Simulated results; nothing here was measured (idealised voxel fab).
Process module name: voxel spacer lines
Xsec cut, 180 nm wide, square cell size 5 nm.
In this document a cross-section is written as a grid of square cells. It is given as a series of bands, listed from the top down, and a band is one or more rows of cells. Band: top and bottom heights (nm) first, top before bottom; then materials from left to right, widths in nm. "full width" marks a sole material filling the band edge to edge. "air" denotes empty space. All heights in this document are referenced to 0, defined as the level beneath which the wafer, as received, consists entirely of one material. The lowest band is not bounded below; it extends indefinitely downward and is written in the form "z 0 and below". Graded width ("30->40"): value in top row of band = first number; value in bottom row = second number; row-to-row change constant. A step reported as "remained unchanged" is a step in which no cell of the cross-section changed. "Closed void list" means: voids of 8 cells or more that are shut off from the top with no open way through. Written width x height at distance, distance from the left edge, in nm. Where a step's line continues beyond its settings, the continuation is a remark by the simulator itself on that step. overlay nm: how far to the right of its planned place the mask lay on this masked step (negative: to the left).
**Listed below are the process steps as planned**
| 1 | RECEIVE | material Si |
| 2 | CONFORMAL_DEP | material Al2O3 | thk nm 5 |
| 3 | DIRECTIONAL_DEP | material TiN | thk nm 15 |
| 4 | DIRECTIONAL_DEP | material polySi | thk nm 25 |
| 5 | PATTERN | tone cover | mask id MANDREL | material resist | width nm 25 | pitch nm 80 | thk nm 30 | overlay nm 0 |
| 6 | DIRECTIONAL_ETCH | etch materials polySi | depth nm 25 |
| 7 | STRIP | etch materials resist |
| 8 | CONFORMAL_DEP | material SiO2 | thk nm 15 |
| 9 | DIRECTIONAL_ETCH | etch materials SiO2 | depth nm 15 |
| 10 | STRIP | etch materials polySi |
| 11 | DIRECTIONAL_ETCH | etch materials TiN | depth nm 15 |
| 12 | STRIP | etch materials SiO2 |
**Cross-section of the wafer as it came to us, i.e., already through step 1**
z 0 and below  Si full width
Closed void list: none
**One mistake in running the module, otherwise start and plan as above: cross-section at the end**
z 20 to 5  air 20, TiN 55, air 25, TiN 55, air 25
z 5 to 0  Al2O3 full width
z 0 and below  Si full width
Closed void list: none
What was done differently from what was planned? step 11 occupied the plan position of step 10, and the converse holds as well
